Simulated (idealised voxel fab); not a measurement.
The name of this process module is voxel fin reveal.
265 nm wide, 5 nm square cells: that's cross-section cut.
For the purposes of this document, a cross-section shall be understood as a grid of square cells, specified as bands listed in top-to-bottom order, each band consisting of one or more rows of cells.
Basically the band line says how high the top is and how high the bottom is, in nm, and then what's in it from left to right, every material with its width in nm. Empty space shows up as "blank", and if a single material carries "full width" it runs the full band edge to edge.
Convention: height 0 is the level below which the wafer, as received, is all one material. The lowest band does not terminate at the bottom but continues downward, represented as "0 nm and below".
You'd read "30 to 40" like this: the band's top row of cells is as wide as the first number, its bottom row is as wide as the second, and going down, every row changes width by the same amount as the row before did.
Given "no modification" for a step, no cell of the cross-section differs between before and after that step.
"Enclosed cavity list" specifies each empty space that is not open to the top and that occupies no fewer than 8 cells, using the form width x height at distance, the distance measured from the left edge and all three quantities in nm.
If you see something after the settings on a step's line, that's the simulator's own remark about that step.
On any step carrying a mask, the "overlay nm" setting, if present on the step's line, tells how far right of its planned place the mask lay; negative values point to the left.

**The following list gives the planned process steps**
1,RECEIVE | material Si
2,CONFORMAL_DEP | material SiN | thk nm 5
3,MASKED_ETCH | tone cover | mask id FINS | width nm 15 | pitch nm 35 | etch materials SiN | depth nm 5 | overlay nm 0
4,MASKED_ETCH | tone cover | mask id FINS | width nm 15 | pitch nm 35 | etch materials Si | depth nm 30 | overlay nm 0
5,OXIDIZE | depth nm 5
6,FILL_DEP | material SiO2 | thk nm 10
7,CMP | height nm 5
8,SELECTIVE_ETCH | etch materials SiO2 | depth nm 15
9,STRIP | etch materials SiN
10,CONFORMAL_DEP | material SiO2 | thk nm 5

**As received (post step 1): cross-section**
- 0 nm and below: Si full width
- Enclosed cavity list: none

**Figure: cross-sectional view of the wafer upon completion of the module, processed from the initial state and according to the plan depicted above, with one error introduced during execution**
- 5 nm to 0 nm: SiO2 (105), blank (15), SiO2 (20), blank (15), SiO2 (110)
- 0 nm to -5 nm: Si (100), SiO2 (25), Si (10), SiO2 (25), Si (105)
- -5 nm and below: Si full width
- Enclosed cavity list: none
Against the plan, the run slipped here: step 3, actual vs plan mismatch, actual run MASKED_ETCH | tone open | mask id FINS | width nm 15 | pitch nm 35 | etch materials SiN | depth nm 5 | overlay nm 0
